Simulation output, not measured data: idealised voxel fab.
Process module name: voxel capacitor over wiring
Cross-section cut spans 140 nm and uses square cells 5 nm in size.
When this document writes out a cross-section, it uses a grid of square cells and lists it as bands, beginning at the top and moving down, with a band standing for one or more rows of cells.
Band entry format. Leading values: height of top, height of bottom, nm. Remainder: materials in left-to-right order, each with its width in nm. Special words: "edge to edge" on a single material, which then fills the band edge to edge; "empty", empty space.
The level at which height equals 0 is the one under which the wafer, as it arrives, is entirely one material. No lower edge exists for the bottom band, which continues downward and is notated as in "from 0 down".
Note: "30..40" means the width goes from the first number (top row of the band) to the second number (bottom row) in equal steps per row of cells.
It should be understood that the words "no change", when stated for a given step, signify that the cross-section underwent no change in any of its cells during that step.
The list in "Fully sealed cavities" covers empty spaces of 8 cells or more that cannot reach the top through any open way, and it gives each as width x height at distance; the distance is from the left edge, and width, height and distance are in nm.
On each step's line, the part that comes after the settings is the simulator's own comment on the step.
overlay nm: mask offset rightward from planned place, masked step; negative means leftward offset.

LIST OF PLANNED PROCESS STEPS
1. RECEIVE (material Si)
2. CONFORMAL_DEP (material SiO2; thk nm 15)
3. DIRECTIONAL_DEP (material TiN; thk nm 5)
4. DIRECTIONAL_DEP (material Ru; thk nm 15)
5. PATTERN (tone cover; mask id METAL_1; material resist; width nm 25; pitch nm 85; thk nm 15; overlay nm 0)
6. DIRECTIONAL_ETCH (etch materials Ru; depth nm 15)
7. DIRECTIONAL_ETCH (etch materials TiN; depth nm 5)
8. STRIP (etch materials resist)
9. FILL_DEP (material lowk; thk nm 10)
10. CMP (height nm 35)
11. CONFORMAL_DEP (material SiCN; thk nm 5)
12. DIRECTIONAL_DEP (material lowk; thk nm 20)
13. PATTERN (tone open; mask id PLUG_1; material resist; width nm 15; thk nm 15; overlay nm 0)
14. DIRECTIONAL_ETCH (etch materials lowk; depth nm 20)
15. DIRECTIONAL_ETCH (etch materials SiCN; depth nm 5)
16. STRIP (etch materials resist)
17. EPI (material Ru; thk nm 10)
18. EPI (material Ru; thk nm 10)
19. EPI (material Ru; thk nm 5)
20. DIRECTIONAL_DEP (material TiN; thk nm 10)
21. DIRECTIONAL_DEP (material SiN; thk nm 5)
22. DIRECTIONAL_DEP (material TiN; thk nm 5)
23. MASKED_ETCH (tone cover; mask id UPPER_PLATE; width nm 65; etch materials TiN; depth nm 5; overlay nm 0)
24. MASKED_ETCH (tone cover; mask id UPPER_PLATE; width nm 65; etch materials SiN; depth nm 5; overlay nm 0)
25. MASKED_ETCH (tone cover; mask id LOWER_PLATE; width nm 75; etch materials TiN; depth nm 10; overlay nm 0)
26. FILL_DEP (material SiO2; thk nm 15)
27. CMP (height nm 90)
28. MASKED_ETCH (tone open; mask id PLUG_2; width nm 15; etch materials SiO2; depth nm 10; overlay nm 0)
29. CONFORMAL_DEP (material TiN; thk nm 5)
30. FILL_DEP (material Ru; thk nm 10)
31. CMP (height nm 90)
32. CONFORMAL_DEP (material SiCN; thk nm 5)

AS-RECEIVED WAFER CROSS-SECTION (AFTER STEP 1)
from 0 down | Si edge to edge
Fully sealed cavities: none

THE CROSS-SECTION SHOWN CORRESPONDS TO THE WAFER AT THE CONCLUSION OF THE MODULE. THE INITIAL STRUCTURE AND THE PROCESS PLAN ARE THOSE PRESENTED ABOVE; HOWEVER, ONE MISTAKE OCCURRED IN EXECUTING THE PLAN
from 95 to 90 | SiCN edge to edge
from 90 to 85 | SiO2 (35), then TiN (5), then Ru (5), then TiN (5), then SiO2 (90)
from 85 to 75 | SiO2 (35..40), then TiN (15..50), then SiO2 (90..50)
from 75 to 70 | SiO2 (40), then SiN (50), then SiO2 (50)
from 70 to 60 | SiO2 (20), then TiN (5), then SiO2 (15), then TiN (55), then SiO2 (45)
from 60 to 55 | lowk (25), then SiO2 (15), then lowk (100)
from 55 to 50 | lowk (25), then TiN (15), then lowk (100)
from 50 to 45 | lowk (25), then SiN (15), then lowk (100)
from 45 to 40 | lowk (25), then TiN (15), then lowk (100)
from 40 to 35 | SiCN (25), then TiN (15), then SiCN (100)
from 35 to 30 | lowk edge to edge
from 30 to 15 | lowk (15), then Ru (25), then lowk (60), then Ru (25), then lowk (15)
from 15 to 10 | lowk (15), then TiN (25), then lowk (60), then TiN (25), then lowk (15)
from 10 to 0 | SiO2 edge to edge
from 0 down | Si edge to edge
Fully sealed cavities: none
What was the processing mistake? step 2 went in with a setting other than planned; the actual run was CONFORMAL_DEP (material SiO2; thk nm 10)
